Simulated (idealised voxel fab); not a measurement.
Title: Process Module voxel transistor to metal
175 nm wide, 5 nm square cells: that's cross-section cut.
Each cross-section below is a grid of square cells, stated as bands in top-down order, with one or more rows of cells making up each band. Band: top height; bottom height; in nm. Then, left to right: material with width in nm, for each material. "throughout": a single material spanning edge to edge. "empty": empty space. Where do heights start? At 0: under that level the wafer as delivered is made of one material only. And the lowest band has no floor; it just carries on downward, as in "0 -> down". So if you see something like "30 to 40" for the width, read it as the top row of the band sitting at the first number and the bottom row at the second, with every row in between moving by the same amount as the last. "all unchanged" for a step: no cell of the cross-section changed in that step. Entry "Sealed voids" = empty spaces >= 8 cells with no open way to the top; each as width x height at distance, distance from left edge, all nm. Read whatever lies past the settings on a step's line as the simulator's own remark about the step. When a step includes a mask, the "overlay nm" setting on its line states how far to the right of its planned place that mask lay, and negative values state how far to the left.
LIST OF PLANNED PROCESS STEPS
step 1: RECEIVE [material Si]
step 2: OXIDIZE [depth nm 5]
step 3: CONFORMAL_DEP [material SiN] [thk nm 10]
step 4: DIRECTIONAL_DEP [material aC] [thk nm 15]
step 5: PATTERN [tone cover] [mask id ACTIVE] [material resist] [width nm 115] [thk nm 35] [overlay nm 0]
step 6: DIRECTIONAL_ETCH [etch materials aC] [depth nm 15]
step 7: STRIP [etch materials resist]
step 8: DIRECTIONAL_ETCH [etch materials SiN] [depth nm 10]
step 9: DIRECTIONAL_ETCH [etch materials SiO2] [depth nm 5]
step 10: DIRECTIONAL_ETCH [etch materials Si] [depth nm 20]
step 11: STRIP [etch materials aC]
step 12: OXIDIZE [depth nm 5]
step 13: FILL_DEP [material SiO2] [thk nm 5]
step 14: CMP [height nm 10]
step 15: SELECTIVE_ETCH [etch materials SiO2] [depth nm 10]
step 16: STRIP [etch materials SiN]
step 17: SELECTIVE_ETCH [etch materials SiO2] [depth nm 5]
step 18: OXIDIZE [depth nm 5]
step 19: DIRECTIONAL_DEP [material polySi] [thk nm 30]
step 20: DIRECTIONAL_DEP [material SiCN] [thk nm 10]
step 21: PATTERN [tone cover] [mask id GATE] [material resist] [width nm 25] [thk nm 15] [overlay nm 0]
step 22: DIRECTIONAL_ETCH [etch materials SiCN] [depth nm 20]
step 23: DIRECTIONAL_ETCH [etch materials polySi] [depth nm 40]
step 24: STRIP [etch materials resist]
step 25: CONFORMAL_DEP [material SiO2] [thk nm 5]
step 26: DIRECTIONAL_ETCH [etch materials SiO2] [depth nm 5]
step 27: CONFORMAL_DEP [material SiN] [thk nm 10]
step 28: DIRECTIONAL_ETCH [etch materials SiN] [depth nm 10]
step 29: DIRECTIONAL_ETCH [etch materials SiO2] [depth nm 5]
step 30: DIRECTIONAL_ETCH [etch materials Si] [depth nm 5]
step 31: EPI [material pSi] [thk nm 5]
step 32: FILL_DEP [material SiO2] [thk nm 5]
step 33: CMP [height nm 25]
step 34: STRIP [etch materials polySi]
step 35: SELECTIVE_ETCH [etch materials SiO2] [depth nm 5]
step 36: CONFORMAL_DEP [material HfO2] [thk nm 5]
step 37: CONFORMAL_DEP [material TiN] [thk nm 5]
step 38: FILL_DEP [material W] [thk nm 5]
step 39: CMP [height nm 20]
step 40: DIRECTIONAL_DEP [material SiO2] [thk nm 10]
step 41: MASKED_ETCH [tone open] [mask id CONTACT] [width nm 20] [pitch nm 75] [etch materials SiO2] [depth nm 40] [overlay nm 0]
step 42: CONFORMAL_DEP [material TiN] [thk nm 5]
step 43: FILL_DEP [material W] [thk nm 5]
step 44: CMP [height nm 30]
step 45: CONFORMAL_DEP [material SiCN] [thk nm 5]
step 46: DIRECTIONAL_DEP [material lowk] [thk nm 25]
step 47: PATTERN [tone open] [mask id METAL_1] [material resist] [width nm 20] [pitch nm 75] [thk nm 20] [overlay nm 0]
step 48: DIRECTIONAL_ETCH [etch materials lowk] [depth nm 25]
step 49: DIRECTIONAL_ETCH [etch materials SiCN] [depth nm 5]
step 50: STRIP [etch materials resist]
step 51: CONFORMAL_DEP [material TiN] [thk nm 5]
step 52: FILL_DEP [material W] [thk nm 5]
step 53: CMP [height nm 60]
step 54: EPI [material Ru] [thk nm 5]
step 55: FILL_DEP [material SiCN] [thk nm 5]
step 56: DIRECTIONAL_DEP [material lowk] [thk nm 25]
step 57: PATTERN [tone open] [mask id METAL_2] [material resist] [width nm 20] [pitch nm 75] [thk nm 15] [overlay nm 0]
step 58: DIRECTIONAL_ETCH [etch materials lowk] [depth nm 15]
step 59: STRIP [etch materials resist]
step 60: PATTERN [tone open] [mask id METAL_2_HOLES] [material resist] [width nm 15] [pitch nm 75] [thk nm 15] [overlay nm 0]
step 61: DIRECTIONAL_ETCH [etch materials lowk] [depth nm 10]
step 62: DIRECTIONAL_ETCH [etch materials SiCN] [depth nm 5]
step 63: STRIP [etch materials resist]
step 64: CONFORMAL_DEP [material TiN] [thk nm 5]
step 65: FILL_DEP [material Cu] [thk nm 5]
step 66: CMP [height nm 95]
step 67: CONFORMAL_DEP [material SiN] [thk nm 5]
THE FIRST WAFER OF TWO, PROCESSED AS PLANNED
HERE'S WHAT THE WAFER LOOKED LIKE IN CROSS-SECTION WHEN IT ARRIVED - THAT'S AFTER STEP 1
- 0 -> down  Si throughout
- Sealed voids: none
CROSS-SECTION: WAFER STATE AFTER STEP 2
- 0 -> -5  SiO2 throughout
- Note: structure below -5 unchanged.
CROSS-SECTION: WAFER STATE AFTER STEP 3
- 10 -> 0  SiN throughout
- Note: structure below 0 unchanged.
CROSS-SECTION: WAFER STATE AFTER STEP 4
- 25 -> 10  aC throughout
- Note: structure below 10 unchanged.
CROSS-SECTION: WAFER STATE AFTER STEP 5
- 60 -> 25  empty (30)  resist (115)  empty (30)
- Note: structure below 25 unchanged.
CROSS-SECTION: WAFER STATE AFTER STEP 6
- 45 -> 25  empty (30)  resist (115)  empty (30)
- 25 -> 10  empty (30)  aC (115)  empty (30)
- Note: structure below 10 unchanged.
CROSS-SECTION: WAFER STATE AFTER STEP 7
- 25 -> 10  empty (30)  aC (115)  empty (30)
- Note: structure below 10 unchanged.
CROSS-SECTION: WAFER STATE AFTER STEP 8
- 25 -> 10  empty (30)  aC (115)  empty (30)
- 10 -> 0  empty (30)  SiN (115)  empty (30)
- Note: structure below 0 unchanged.
CROSS-SECTION: WAFER STATE AFTER STEP 9
- 25 -> 10  empty (30)  aC (115)  empty (30)
- 10 -> 0  empty (30)  SiN (115)  empty (30)
- 0 -> -5  empty (30)  SiO2 (115)  empty (30)
- Note: structure below -5 unchanged.
CROSS-SECTION: WAFER STATE AFTER STEP 10
- 25 -> 10  empty (30)  aC (115)  empty (30)
- 10 -> 0  empty (30)  SiN (115)  empty (30)
- 0 -> -5  empty (30)  SiO2 (115)  empty (30)
- -5 -> -25  empty (30)  Si (115)  empty (30)
- Note: structure below -25 unchanged.
CROSS-SECTION: WAFER STATE AFTER STEP 11
- 10 -> 0  empty (30)  SiN (115)  empty (30)
- Note: structure below 0 unchanged.
CROSS-SECTION: WAFER STATE AFTER STEP 12
- 10 -> 0  empty (30)  SiN (115)  empty (30)
- 0 -> -5  empty (30)  SiO2 (115)  empty (30)
- -5 -> -25  empty (30)  SiO2 (5)  Si (105)  SiO2 (5)  empty (30)
- -25 -> -30  SiO2 (35)  Si (105)  SiO2 (35)
- Note: structure below -30 unchanged.
CROSS-SECTION: WAFER STATE AFTER STEP 13
- 15 -> 10  SiO2 throughout
- 10 -> 0  SiO2 (30)  SiN (115)  SiO2 (30)
- 0 -> -5  SiO2 throughout
- -5 -> -30  SiO2 (35)  Si (105)  SiO2 (35)
- Note: structure below -30 unchanged.
CROSS-SECTION: WAFER STATE AFTER STEP 14
- 10 -> 0  SiO2 (30)  SiN (115)  SiO2 (30)
- Note: structure below 0 unchanged.
CROSS-SECTION: WAFER STATE AFTER STEP 15
- 10 -> 0  empty (30)  SiN (115)  empty (30)
- Note: structure below 0 unchanged.
CROSS-SECTION: WAFER STATE AFTER STEP 16
- 0 -> -5  SiO2 throughout
- Note: structure below -5 unchanged.
CROSS-SECTION: WAFER STATE AFTER STEP 17
- -5 -> -30  SiO2 (35)  Si (105)  SiO2 (35)
- Note: structure below -30 unchanged.
CROSS-SECTION: WAFER STATE AFTER STEP 18
- -5 -> -10  SiO2 throughout
- Note: structure below -10 unchanged.
CROSS-SECTION: WAFER STATE AFTER STEP 19
- 25 -> -5  polySi throughout
- Note: structure below -5 unchanged.
CROSS-SECTION: WAFER STATE AFTER STEP 20
- 35 -> 25  SiCN throughout
- Note: structure below 25 unchanged.
CROSS-SECTION: WAFER STATE AFTER STEP 21
- 50 -> 35  empty (75)  resist (25)  empty (75)
- Note: structure below 35 unchanged.
CROSS-SECTION: WAFER STATE AFTER STEP 22
- 50 -> 35  empty (75)  resist (25)  empty (75)
- 35 -> 25  empty (75)  SiCN (25)  empty (75)
- Note: structure below 25 unchanged.
CROSS-SECTION: WAFER STATE AFTER STEP 23
- 50 -> 35  empty (75)  resist (25)  empty (75)
- 35 -> 25  empty (75)  SiCN (25)  empty (75)
- 25 -> -5  empty (75)  polySi (25)  empty (75)
- Note: structure below -5 unchanged.
CROSS-SECTION: WAFER STATE AFTER STEP 24
- 35 -> 25  empty (75)  SiCN (25)  empty (75)
- Note: structure below 25 unchanged.
CROSS-SECTION: WAFER STATE AFTER STEP 25
- 40 -> 35  empty (70)  SiO2 (35)  empty (70)
- 35 -> 25  empty (70)  SiO2 (5)  SiCN (25)  SiO2 (5)  empty (70)
- 25 -> 0  empty (70)  SiO2 (5)  polySi (25)  SiO2 (5)  empty (70)
- 0 -> -5  SiO2 (75)  polySi (25)  SiO2 (75)
- Note: structure below -5 unchanged.
CROSS-SECTION: WAFER STATE AFTER STEP 26
- 35 -> 25  empty (70)  SiO2 (5)  SiCN (25)  SiO2 (5)  empty (70)
- 25 -> -5  empty (70)  SiO2 (5)  polySi (25)  SiO2 (5)  empty (70)
- Note: structure below -5 unchanged.
CROSS-SECTION: WAFER STATE AFTER STEP 27
- 45 -> 35  empty (60)  SiN (55)  empty (60)
- 35 -> 25  empty (60)  SiN (10)  SiO2 (5)  SiCN (25)  SiO2 (5)  SiN (10)  empty (60)
- 25 -> 5  empty (60)  SiN (10)  SiO2 (5)  polySi (25)  SiO2 (5)  SiN (10)  empty (60)
- 5 -> -5  SiN (70)  SiO2 (5)  polySi (25)  SiO2 (5)  SiN (70)
- Note: structure below -5 unchanged.
CROSS-SECTION: WAFER STATE AFTER STEP 28
- 35 -> 25  empty (60)  SiN (10)  SiO2 (5)  SiCN (25)  SiO2 (5)  SiN (10)  empty (60)
- 25 -> -5  empty (60)  SiN (10)  SiO2 (5)  polySi (25)  SiO2 (5)  SiN (10)  empty (60)
- Note: structure below -5 unchanged.
CROSS-SECTION: WAFER STATE AFTER STEP 29
- 35 -> 30  empty (60)  SiN (10)  empty (5)  SiCN (25)  empty (5)  SiN (10)  empty (60)
- 30 -> 25  empty (60)  SiN (10)  SiO2 (5)  SiCN (25)  SiO2 (5)  SiN (10)  empty (60)
- 25 -> -5  empty (60)  SiN (10)  SiO2 (5)  polySi (25)  SiO2 (5)  SiN (10)  empty (60)
- -5 -> -10  empty (60)  SiO2 (55)  empty (60)
- Note: structure below -10 unchanged.
CROSS-SECTION: WAFER STATE AFTER STEP 30
- 35 -> 30  empty (60)  SiN (10)  empty (5)  SiCN (25)  empty (5)  SiN (10)  empty (60)
- 30 -> 25  empty (60)  SiN (10)  SiO2 (5)  SiCN (25)  SiO2 (5)  SiN (10)  empty (60)
- 25 -> -5  empty (60)  SiN (10)  SiO2 (5)  polySi (25)  SiO2 (5)  SiN (10)  empty (60)
- -5 -> -10  empty (60)  SiO2 (55)  empty (60)
- -10 -> -15  SiO2 (35)  empty (25)  Si (55)  empty (25)  SiO2 (35)
- Note: structure below -15 unchanged.
CROSS-SECTION: WAFER STATE AFTER STEP 31
- 35 -> 30  empty (60)  SiN (10)  empty (5)  SiCN (25)  empty (5)  SiN (10)  empty (60)
- 30 -> 25  empty (60)  SiN (10)  SiO2 (5)  SiCN (25)  SiO2 (5)  SiN (10)  empty (60)
- 25 -> -5  empty (60)  SiN (10)  SiO2 (5)  polySi (25)  SiO2 (5)  SiN (10)  empty (60)
- -5 -> -10  empty (55)  pSi (5)  SiO2 (55)  pSi (5)  empty (55)
- -10 -> -15  SiO2 (35)  pSi (25)  Si (55)  pSi (25)  SiO2 (35)
- Note: structure below -15 unchanged.
CROSS-SECTION: WAFER STATE AFTER STEP 32
- 40 -> 35  SiO2 throughout
- 35 -> 25  SiO2 (60)  SiN (10)  SiO2 (5)  SiCN (25)  SiO2 (5)  SiN (10)  SiO2 (60)
- 25 -> -5  SiO2 (60)  SiN (10)  SiO2 (5)  polySi (25)  SiO2 (5)  SiN (10)  SiO2 (60)
- -5 -> -10  SiO2 (55)  pSi (5)  SiO2 (55)  pSi (5)  SiO2 (55)
- Note: structure below -10 unchanged.
CROSS-SECTION: WAFER STATE AFTER STEP 33
- 25 -> -5  SiO2 (60)  SiN (10)  SiO2 (5)  polySi (25)  SiO2 (5)  SiN (10)  SiO2 (60)
- Note: structure below -5 unchanged.
CROSS-SECTION: WAFER STATE AFTER STEP 34
- 25 -> -5  SiO2 (60)  SiN (10)  SiO2 (5)  empty (25)  SiO2 (5)  SiN (10)  SiO2 (60)
- Note: structure below -5 unchanged.
CROSS-SECTION: WAFER STATE AFTER STEP 35
- 25 -> 20  empty (60)  SiN (10)  empty (35)  SiN (10)  empty (60)
- 20 -> -5  SiO2 (60)  SiN (10)  empty (35)  SiN (10)  SiO2 (60)
- -5 -> -10  SiO2 (55)  pSi (5)  SiO2 (10)  empty (35)  SiO2 (10)  pSi (5)  SiO2 (55)
- Note: structure below -10 unchanged.
CROSS-SECTION: WAFER STATE AFTER STEP 36
- 30 -> 25  empty (55)  HfO2 (20)  empty (25)  HfO2 (20)  empty (55)
- 25 -> 20  HfO2 (60)  SiN (10)  HfO2 (5)  empty (25)  HfO2 (5)  SiN (10)  HfO2 (60)
- 20 -> -5  SiO2 (60)  SiN (10)  HfO2 (5)  empty (25)  HfO2 (5)  SiN (10)  SiO2 (60)
- -5 -> -10  SiO2 (55)  pSi (5)  SiO2 (10)  HfO2 (35)  SiO2 (10)  pSi (5)  SiO2 (55)
- Note: structure below -10 unchanged.
CROSS-SECTION: WAFER STATE AFTER STEP 37
- 35 -> 30  empty (50)  TiN (30)  empty (15)  TiN (30)  empty (50)
- 30 -> 25  TiN (55)  HfO2 (20)  TiN (5)  empty (15)  TiN (5)  HfO2 (20)  TiN (55)
- 25 -> 20  HfO2 (60)  SiN (10)  HfO2 (5)  TiN (5)  empty (15)  TiN (5)  HfO2 (5)  SiN (10)  HfO2 (60)
- 20 -> 0  SiO2 (60)  SiN (10)  HfO2 (5)  TiN (5)  empty (15)  TiN (5)  HfO2 (5)  SiN (10)  SiO2 (60)
- 0 -> -5  SiO2 (60)  SiN (10)  HfO2 (5)  TiN (25)  HfO2 (5)  SiN (10)  SiO2 (60)
- Note: structure below -5 unchanged.
CROSS-SECTION: WAFER STATE AFTER STEP 38
- 40 -> 35  W throughout
- 35 -> 30  W (50)  TiN (30)  W (15)  TiN (30)  W (50)
- 30 -> 25  TiN (55)  HfO2 (20)  TiN (5)  W (15)  TiN (5)  HfO2 (20)  TiN (55)
- 25 -> 20  HfO2 (60)  SiN (10)  HfO2 (5)  TiN (5)  W (15)  TiN (5)  HfO2 (5)  SiN (10)  HfO2 (60)
- 20 -> 0  SiO2 (60)  SiN (10)  HfO2 (5)  TiN (5)  W (15)  TiN (5)  HfO2 (5)  SiN (10)  SiO2 (60)
- Note: structure below 0 unchanged.
CROSS-SECTION: WAFER STATE AFTER STEP 39
- 20 -> 0  SiO2 (60)  SiN (10)  HfO2 (5)  TiN (5)  W (15)  TiN (5)  HfO2 (5)  SiN (10)  SiO2 (60)
- Note: structure below 0 unchanged.
CROSS-SECTION: WAFER STATE AFTER STEP 40
- 30 -> 20  SiO2 throughout
- Note: structure below 20 unchanged.
CROSS-SECTION: WAFER STATE AFTER STEP 41
- 30 -> 20  SiO2 (40)  empty (20)  SiO2 (55)  empty (20)  SiO2 (40)
- 20 -> 0  SiO2 (40)  empty (20)  SiN (10)  HfO2 (5)  TiN (5)  W (15)  TiN (5)  HfO2 (5)  SiN (10)  empty (20)  SiO2 (40)
- 0 -> -5  SiO2 (40)  empty (20)  SiN (10)  HfO2 (5)  TiN (25)  HfO2 (5)  SiN (10)  empty (20)  SiO2 (40)
- -5 -> -10  SiO2 (40)  empty (15)  pSi (5)  SiO2 (10)  HfO2 (35)  SiO2 (10)  pSi (5)  empty (15)  SiO2 (40)
- Note: structure below -10 unchanged.
CROSS-SECTION: WAFER STATE AFTER STEP 42
- 35 -> 30  TiN (45)  empty (10)  TiN (65)  empty (10)  TiN (45)
- 30 -> 20  SiO2 (40)  TiN (5)  empty (10)  TiN (5)  SiO2 (55)  TiN (5)  empty (10)  TiN (5)  SiO2 (40)
- 20 -> 0  SiO2 (40)  TiN (5)  empty (10)  TiN (5)  SiN (10)  HfO2 (5)  TiN (5)  W (15)  TiN (5)  HfO2 (5)  SiN (10)  TiN (5)  empty (10)  TiN (5)  SiO2 (40)
- 0 -> -5  SiO2 (40)  TiN (5)  empty (5)  TiN (10)  SiN (10)  HfO2 (5)  TiN (25)  HfO2 (5)  SiN (10)  TiN (10)  empty (5)  TiN (5)  SiO2 (40)
- -5 -> -10  SiO2 (40)  TiN (15)  pSi (5)  SiO2 (10)  HfO2 (35)  SiO2 (10)  pSi (5)  TiN (15)  SiO2 (40)
- Note: structure below -10 unchanged.
CROSS-SECTION: WAFER STATE AFTER STEP 43
- 40 -> 35  W throughout
- 35 -> 30  TiN (45)  W (10)  TiN (65)  W (10)  TiN (45)
- 30 -> 20  SiO2 (40)  TiN (5)  W (10)  TiN (5)  SiO2 (55)  TiN (5)  W (10)  TiN (5)  SiO2 (40)
- 20 -> 0  SiO2 (40)  TiN (5)  W (10)  TiN (5)  SiN (10)  HfO2 (5)  TiN (5)  W (15)  TiN (5)  HfO2 (5)  SiN (10)  TiN (5)  W (10)  TiN (5)  SiO2 (40)
- 0 -> -5  SiO2 (40)  TiN (5)  W (5)  TiN (10)  SiN (10)  HfO2 (5)  TiN (25)  HfO2 (5)  SiN (10)  TiN (10)  W (5)  TiN (5)  SiO2 (40)
- Note: structure below -5 unchanged.
CROSS-SECTION: WAFER STATE AFTER STEP 44
- 30 -> 20  SiO2 (40)  TiN (5)  W (10)  TiN (5)  SiO2 (55)  TiN (5)  W (10)  TiN (5)  SiO2 (40)
- Note: structure below 20 unchanged.
CROSS-SECTION: WAFER STATE AFTER STEP 45
- 35 -> 30  SiCN throughout
- Note: structure below 30 unchanged.
CROSS-SECTION: WAFER STATE AFTER STEP 46
- 60 -> 35  lowk throughout
- Note: structure below 35 unchanged.
CROSS-SECTION: WAFER STATE AFTER STEP 47
- 80 -> 60  resist (40)  empty (20)  resist (55)  empty (20)  resist (40)
- Note: structure below 60 unchanged.
CROSS-SECTION: WAFER STATE AFTER STEP 48
- 80 -> 60  resist (40)  empty (20)  resist (55)  empty (20)  resist (40)
- 60 -> 35  lowk (40)  empty (20)  lowk (55)  empty (20)  lowk (40)
- Note: structure below 35 unchanged.
CROSS-SECTION: WAFER STATE AFTER STEP 49
- 80 -> 60  resist (40)  empty (20)  resist (55)  empty (20)  resist (40)
- 60 -> 35  lowk (40)  empty (20)  lowk (55)  empty (20)  lowk (40)
- 35 -> 30  SiCN (40)  empty (20)  SiCN (55)  empty (20)  SiCN (40)
- Note: structure below 30 unchanged.
CROSS-SECTION: WAFER STATE AFTER STEP 50
- 60 -> 35  lowk (40)  empty (20)  lowk (55)  empty (20)  lowk (40)
- Note: structure below 35 unchanged.
CROSS-SECTION: WAFER STATE AFTER STEP 51
- 65 -> 60  TiN (45)  empty (10)  TiN (65)  empty (10)  TiN (45)
- 60 -> 35  lowk (40)  TiN (5)  empty (10)  TiN (5)  lowk (55)  TiN (5)  empty (10)  TiN (5)  lowk (40)
- 35 -> 30  SiCN (40)  TiN (20)  SiCN (55)  TiN (20)  SiCN (40)
- Note: structure below 30 unchanged.
CROSS-SECTION: WAFER STATE AFTER STEP 52
- 70 -> 65  W throughout
- 65 -> 60  TiN (45)  W (10)  TiN (65)  W (10)  TiN (45)
- 60 -> 35  lowk (40)  TiN (5)  W (10)  TiN (5)  lowk (55)  TiN (5)  W (10)  TiN (5)  lowk (40)
- Note: structure below 35 unchanged.
CROSS-SECTION: WAFER STATE AFTER STEP 53
- 60 -> 35  lowk (40)  TiN (5)  W (10)  TiN (5)  lowk (55)  TiN (5)  W (10)  TiN (5)  lowk (40)
- Note: structure below 35 unchanged.
CROSS-SECTION: WAFER STATE AFTER STEP 54
- 65 -> 60  empty (35)  Ru (30)  empty (45)  Ru (30)  empty (35)
- Note: structure below 60 unchanged.
CROSS-SECTION: WAFER STATE AFTER STEP 55
- 70 -> 65  SiCN throughout
- 65 -> 60  SiCN (35)  Ru (30)  SiCN (45)  Ru (30)  SiCN (35)
- Note: structure below 60 unchanged.
CROSS-SECTION: WAFER STATE AFTER STEP 56
- 95 -> 70  lowk throughout
- Note: structure below 70 unchanged.
CROSS-SECTION: WAFER STATE AFTER STEP 57
- 110 -> 95  resist (40)  empty (20)  resist (55)  empty (20)  resist (40)
- Note: structure below 95 unchanged.
CROSS-SECTION: WAFER STATE AFTER STEP 58
- 110 -> 95  resist (40)  empty (20)  resist (55)  empty (20)  resist (40)
- 95 -> 80  lowk (40)  empty (20)  lowk (55)  empty (20)  lowk (40)
- Note: structure below 80 unchanged.
CROSS-SECTION: WAFER STATE AFTER STEP 59
- 95 -> 80  lowk (40)  empty (20)  lowk (55)  empty (20)  lowk (40)
- Note: structure below 80 unchanged.
CROSS-SECTION: WAFER STATE AFTER STEP 60
- 110 -> 95  resist (40)  empty (15)  resist (60)  empty (15)  resist (45)
- 95 -> 80  lowk (40)  empty (15)  resist (5)  lowk (55)  empty (15)  resist (5)  lowk (40)
- Note: structure below 80 unchanged.
CROSS-SECTION: WAFER STATE AFTER STEP 61
- 110 -> 95  resist (40)  empty (15)  resist (60)  empty (15)  resist (45)
- 95 -> 80  lowk (40)  empty (15)  resist (5)  lowk (55)  empty (15)  resist (5)  lowk (40)
- 80 -> 70  lowk (40)  empty (15)  lowk (60)  empty (15)  lowk (45)
- Note: structure below 70 unchanged.
CROSS-SECTION: WAFER STATE AFTER STEP 62
- 110 -> 95  resist (40)  empty (15)  resist (60)  empty (15)  resist (45)
- 95 -> 80  lowk (40)  empty (15)  resist (5)  lowk (55)  empty (15)  resist (5)  lowk (40)
- 80 -> 70  lowk (40)  empty (15)  lowk (60)  empty (15)  lowk (45)
- 70 -> 65  SiCN (40)  empty (15)  SiCN (60)  empty (15)  SiCN (45)
- Note: structure below 65 unchanged.
CROSS-SECTION: WAFER STATE AFTER STEP 63
- 95 -> 80  lowk (40)  empty (20)  lowk (55)  empty (20)  lowk (40)
- Note: structure below 80 unchanged.
CROSS-SECTION: WAFER STATE AFTER STEP 64
- 100 -> 95  TiN (45)  empty (10)  TiN (65)  empty (10)  TiN (45)
- 95 -> 85  lowk (40)  TiN (5)  empty (10)  TiN (5)  lowk (55)  TiN (5)  empty (10)  TiN (5)  lowk (40)
- 85 -> 80  lowk (40)  TiN (5)  empty (5)  TiN (10)  lowk (55)  TiN (5)  empty (5)  TiN (10)  lowk (40)
- 80 -> 70  lowk (40)  TiN (5)  empty (5)  TiN (5)  lowk (60)  TiN (5)  empty (5)  TiN (5)  lowk (45)
- 70 -> 65  SiCN (40)  TiN (15)  SiCN (60)  TiN (15)  SiCN (45)
- Note: structure below 65 unchanged.
CROSS-SECTION: WAFER STATE AFTER STEP 65
- 105 -> 100  Cu throughout
- 100 -> 95  TiN (45)  Cu (10)  TiN (65)  Cu (10)  TiN (45)
- 95 -> 85  lowk (40)  TiN (5)  Cu (10)  TiN (5)  lowk (55)  TiN (5)  Cu (10)  TiN (5)  lowk (40)
- 85 -> 80  lowk (40)  TiN (5)  Cu (5)  TiN (10)  lowk (55)  TiN (5)  Cu (5)  TiN (10)  lowk (40)
- 80 -> 70  lowk (40)  TiN (5)  Cu (5)  TiN (5)  lowk (60)  TiN (5)  Cu (5)  TiN (5)  lowk (45)
- Note: structure below 70 unchanged.
CROSS-SECTION: WAFER STATE AFTER STEP 66
- 95 -> 85  lowk (40)  TiN (5)  Cu (10)  TiN (5)  lowk (55)  TiN (5)  Cu (10)  TiN (5)  lowk (40)
- Note: structure below 85 unchanged.
CROSS-SECTION: WAFER STATE AFTER STEP 67
- 100 -> 95  SiN throughout
- Note: structure below 95 unchanged.
SECOND OF TWO: SAME START, SAME PLAN, ONE RUN ERROR; STEPS UP TO AND INCLUDING 52 MATCH THE FIRST
WHEN STEP 53 SHOULD HAVE ENDED
- 65 -> 60  TiN (45)  W (10)  TiN (65)  W (10)  TiN (45)
- Note: structure below 60 unchanged.
WHEN STEP 54 SHOULD HAVE ENDED
- 70 -> 65  Ru throughout
- Note: structure below 65 unchanged.
WHEN STEP 55 SHOULD HAVE ENDED
- 75 -> 70  SiCN throughout
- Note: structure below 70 unchanged.
WHEN STEP 56 SHOULD HAVE ENDED
- 100 -> 75  lowk throughout
- Note: structure below 75 unchanged.
WHEN STEP 57 SHOULD HAVE ENDED
- 115 -> 100  resist (40)  empty (20)  resist (55)  empty (20)  resist (40)
- Note: structure below 100 unchanged.
WHEN STEP 58 SHOULD HAVE ENDED
- 115 -> 100  resist (40)  empty (20)  resist (55)  empty (20)  resist (40)
- 100 -> 85  lowk (40)  empty (20)  lowk (55)  empty (20)  lowk (40)
- Note: structure below 85 unchanged.
WHEN STEP 59 SHOULD HAVE ENDED
- 100 -> 85  lowk (40)  empty (20)  lowk (55)  empty (20)  lowk (40)
- Note: structure below 85 unchanged.
WHEN STEP 60 SHOULD HAVE ENDED
- 115 -> 100  resist (40)  empty (15)  resist (60)  empty (15)  resist (45)
- 100 -> 85  lowk (40)  empty (15)  resist (5)  lowk (55)  empty (15)  resist (5)  lowk (40)
- Note: structure below 85 unchanged.
WHEN STEP 61 SHOULD HAVE ENDED
- 115 -> 100  resist (40)  empty (15)  resist (60)  empty (15)  resist (45)
- 100 -> 85  lowk (40)  empty (15)  resist (5)  lowk (55)  empty (15)  resist (5)  lowk (40)
- 85 -> 75  lowk (40)  empty (15)  lowk (60)  empty (15)  lowk (45)
- Note: structure below 75 unchanged.
WHEN STEP 62 SHOULD HAVE ENDED
- 115 -> 100  resist (40)  empty (15)  resist (60)  empty (15)  resist (45)
- 100 -> 85  lowk (40)  empty (15)  resist (5)  lowk (55)  empty (15)  resist (5)  lowk (40)
- 85 -> 75  lowk (40)  empty (15)  lowk (60)  empty (15)  lowk (45)
- 75 -> 70  SiCN (40)  empty (15)  SiCN (60)  empty (15)  SiCN (45)
- Note: structure below 70 unchanged.
WHEN STEP 63 SHOULD HAVE ENDED
- 100 -> 85  lowk (40)  empty (20)  lowk (55)  empty (20)  lowk (40)
- Note: structure below 85 unchanged.
WHEN STEP 64 SHOULD HAVE ENDED
- 105 -> 100  TiN (45)  empty (10)  TiN (65)  empty (10)  TiN (45)
- 100 -> 90  lowk (40)  TiN (5)  empty (10)  TiN (5)  lowk (55)  TiN (5)  empty (10)  TiN (5)  lowk (40)
- 90 -> 85  lowk (40)  TiN (5)  empty (5)  TiN (10)  lowk (55)  TiN (5)  empty (5)  TiN (10)  lowk (40)
- 85 -> 75  lowk (40)  TiN (5)  empty (5)  TiN (5)  lowk (60)  TiN (5)  empty (5)  TiN (5)  lowk (45)
- 75 -> 70  SiCN (40)  TiN (15)  SiCN (60)  TiN (15)  SiCN (45)
- Note: structure below 70 unchanged.
WHEN STEP 65 SHOULD HAVE ENDED
- 110 -> 105  Cu throughout
- 105 -> 100  TiN (45)  Cu (10)  TiN (65)  Cu (10)  TiN (45)
- 100 -> 90  lowk (40)  TiN (5)  Cu (10)  TiN (5)  lowk (55)  TiN (5)  Cu (10)  TiN (5)  lowk (40)
- 90 -> 85  lowk (40)  TiN (5)  Cu (5)  TiN (10)  lowk (55)  TiN (5)  Cu (5)  TiN (10)  lowk (40)
- 85 -> 75  lowk (40)  TiN (5)  Cu (5)  TiN (5)  lowk (60)  TiN (5)  Cu (5)  TiN (5)  lowk (45)
- Note: structure below 75 unchanged.
WHEN STEP 66 SHOULD HAVE ENDED
- 95 -> 85  lowk (40)  TiN (5)  Cu (10 to 5)  TiN (5 to 10)  lowk (55)  TiN (5)  Cu (10 to 5)  TiN (5 to 10)  lowk (40)
- Note: structure below 85 unchanged.
WHEN STEP 67 SHOULD HAVE ENDED
- 100 -> 95  SiN throughout
- Note: structure below 95 unchanged.
It is concluded that the wafer was processed incorrectly with respect to the plan, in that step 53: run off-plan, actual operation and settings CMP [height nm 65]
Cell-count delta at end, second wafer over first, by material: Cu: 4 fewer, Ru: 23 more, SiCN: 23 fewer, TiN: 27 more, W: 4 more, lowk: 27 fewer
